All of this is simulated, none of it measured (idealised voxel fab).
The document below concerns the process module designated voxel spacer lines.
Section cut is 210 nm wide and gridded with 5 nm square cells.
For the purposes of this document, a cross-section shall be understood as a grid of square cells, specified as bands listed in top-to-bottom order, each band consisting of one or more rows of cells. In this notation a band is specified by the heights of its top and bottom, in that order and in nm, after which its materials appear from left to right, each paired with its width in nm. The word "all across" attached to a single material means that material fills the band from edge to edge; the word "empty" stands for empty space. Zero point of the height axis is 0; under it, received wafer = one material. Lowest band: continues down indefinitely, "from 0 down". Width: "30->40" (first number = top row, second number = bottom row, same change from row to row of cells). Step note "no change" = no cross-section cell changed. In the "Fully sealed voids" entry, you get each enclosed empty space of 8 cells or more, one with no open way to the top, written width x height at distance, distance from the left edge, in nm. On each step's line, the part that comes after the settings is the simulator's own comment on the step. overlay nm: mask offset rightward from planned place, masked step; negative means leftward offset.

## Planned process steps
1,RECEIVE,material Si
2,CONFORMAL_DEP,material Al2O3,thk nm 10
3,DIRECTIONAL_DEP,material W,thk nm 15
4,DIRECTIONAL_DEP,material aC,thk nm 30
5,PATTERN,tone cover,mask id MANDREL,material resist,width nm 20,pitch nm 70,thk nm 35,overlay nm 0
6,DIRECTIONAL_ETCH,etch materials aC,depth nm 30
7,STRIP,etch materials resist
8,CONFORMAL_DEP,material SiO2,thk nm 15
9,DIRECTIONAL_ETCH,etch materials SiO2,depth nm 15
10,STRIP,etch materials aC
11,DIRECTIONAL_ETCH,etch materials W,depth nm 15
12,STRIP,etch materials SiO2
13,FILL_DEP,material lowk,thk nm 10
14,CMP,height nm 25

## The cross-section here shows the wafer as received, i.e. in its state after step 1
* from 0 down | Si all across
* Fully sealed voids: none

## End-of-module XS, first of two wafers, run as planned
* from 25 to 10 | 45 nm lowk | 15 nm W | 20 nm lowk | 15 nm W | 20 nm lowk | 15 nm W | 20 nm lowk | 15 nm W | 45 nm lowk
* from 10 to 0 | Al2O3 all across
* from 0 down | Si all across
* Fully sealed voids: none

## Second wafer of the two, sectioned at the end of the module. It began like the first and followed the same plan, but one mistake was made while running it
* from 15 to 10 | 45 nm lowk | 15 nm W | 20 nm lowk | 15 nm W | 20 nm lowk | 15 nm W | 20 nm lowk | 15 nm W | 45 nm lowk
* from 10 to 0 | Al2O3 all across
* from 0 down | Si all across
* Fully sealed voids: none
Nonconformance to the process plan: step 14 ran with different settings than intended, the actual operation and settings being CMP,height nm 15
Counted in cells at the end, the second wafer holds more or fewer of these materials than the first: W -24, lowk -60
